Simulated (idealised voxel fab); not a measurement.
process module | voxel fin reveal
cross-section cut | 200 nm wide | cells 5 nm
A cross-section is a grid of square cells, given in bands from the top down. A band is one or more rows of cells.
Each band's line starts with the height of the band's top and of its bottom, in nm. Then come its materials from left to right, each with its width in nm. One material with "throughout" fills the band from edge to edge. "air" is empty space.
Height 0 is the level under which the wafer as received is all one material. The lowest band goes on downwards, as in "0 down".
A width such as "30 to 40" changes by the same amount from each row of cells to the next, from the band's top row to its bottom row.
"no change" after a step means that no cell of the cross-section changed.
closed voids: empty space of 8 cells or more with no open way to the top, each as width x height at its distance from the left edge, in nm
after a step's settings: what the simulator itself notes on the step
overlay nm, on a step with a mask: how far to the right of its planned place the mask lay; to the left if negative
plan
1 op RECEIVE | material Si
2 op CONFORMAL_DEP | material SiN | thk nm 5
3 op DIRECTIONAL_DEP | material aC | thk nm 15
4 op PATTERN | tone cover | mask id FINS | material resist | width nm 15 | pitch nm 35 | thk nm 35 | overlay nm 0
5 op DIRECTIONAL_ETCH | etch materials aC | depth nm 15
6 op STRIP | etch materials resist
7 op DIRECTIONAL_ETCH | etch materials SiN | depth nm 5
8 op DIRECTIONAL_ETCH | etch materials Si | depth nm 35
9 op STRIP | etch materials aC
10 op OXIDIZE | depth nm 5
11 op FILL_DEP | material SiO2 | thk nm 10
12 op CMP | height nm 5
13 op SELECTIVE_ETCH | etch materials SiO2 | depth nm 30
14 op STRIP | etch materials SiN
as received, after step 1
  0 down: Si throughout
  closed voids: none
first wafer at the end, as planned
  0 to -25: air 80 | Si 5 | air 30 | Si 5 | air 80
  -25 to -40: SiO2 80 | Si 5 | SiO2 30 | Si 5 | SiO2 80
  -40 down: Si throughout
  closed voids: none
second wafer at the end: like start, like plan, one mistake
  0 to -40: air 80 | Si 5 | air 30 | Si 5 | air 80
  -40 down: Si throughout
  closed voids: none
what went wrong: step 13 was run twice
at the end the second wafer has, in cells: 114 fewer of SiO2
